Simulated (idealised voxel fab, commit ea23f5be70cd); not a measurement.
The process module presented herein is designated voxel double patterning.
Each square cell in cross-section cut measures 5 nm, and the section as a whole is 175 nm wide.
Format of a cross-section: grid, square cells. Given as bands. Order: top down. Band: one or more rows of cells. Within each band entry, the heights of the top and of the bottom of the band appear first, in that order and in nm; the materials of the band then follow from left to right, each with its corresponding width in nm. The designation "full width" on a single material indicates that it fills the band from edge to edge; the designation "blank" indicates empty space. Height datum 0, below which the as-received substrate wafer is one material. Lowest band open at the bottom, running downward: "0 nm and below". With a width like "30->40", each row of cells in the band differs from the next by the same amount, the top row carrying the first number and the bottom row the second. "no alteration", as given for a step, is the statement that not any cell of the cross-section underwent a change during that step. The list in "Trapped void list" covers empty spaces of 8 cells or more that cannot reach the top through any open way, and it gives each as width x height at distance; the distance is from the left edge, and width, height and distance are in nm. Heads up: the bit after the settings on a step's line is the simulator's remark on that step. "overlay nm" on a masked step: distance the mask lay right of its planned place, negative for left. Pairs, read this way: before one process step on the one hand, after it on the other, the after cross-section ending at the lowest band that changed; the step between, settings included, beneath. Same starting wafer throughout, but possibly different runs of this module, so no pair continues from the pair above unless its entry headed "Prior to processing" says so.
-- Prior to processing
25 nm to 20 nm  55 blank / 15 SiCN / 35 blank / 15 SiCN / 55 blank
20 nm to 10 nm  W full width
10 nm to 0 nm  SiO2 full width
0 nm and below  Si full width
Trapped void list: none
-- Post-Step Section View
25 nm to 20 nm  55 blank / 15 SiCN / 35 blank / 15 SiCN / 55 blank
20 nm to 10 nm  55 blank / 15 W / 35 blank / 15 W / 55 blank
Heights below 10 show no change.
Trapped void list: none
Between the cross-sections above, the step performed was DIRECTIONAL_ETCH (etch materials W; depth nm 10)
Prior to processing: this step begins from the cross-section that the pair just above shows after its step.
-- Post-Step Section View
20 nm to 10 nm  55 blank / 15 W / 35 blank / 15 W / 55 blank
Heights below 10 show no change.
Trapped void list: none
Between the cross-sections above, the step performed was STRIP (etch materials SiCN)
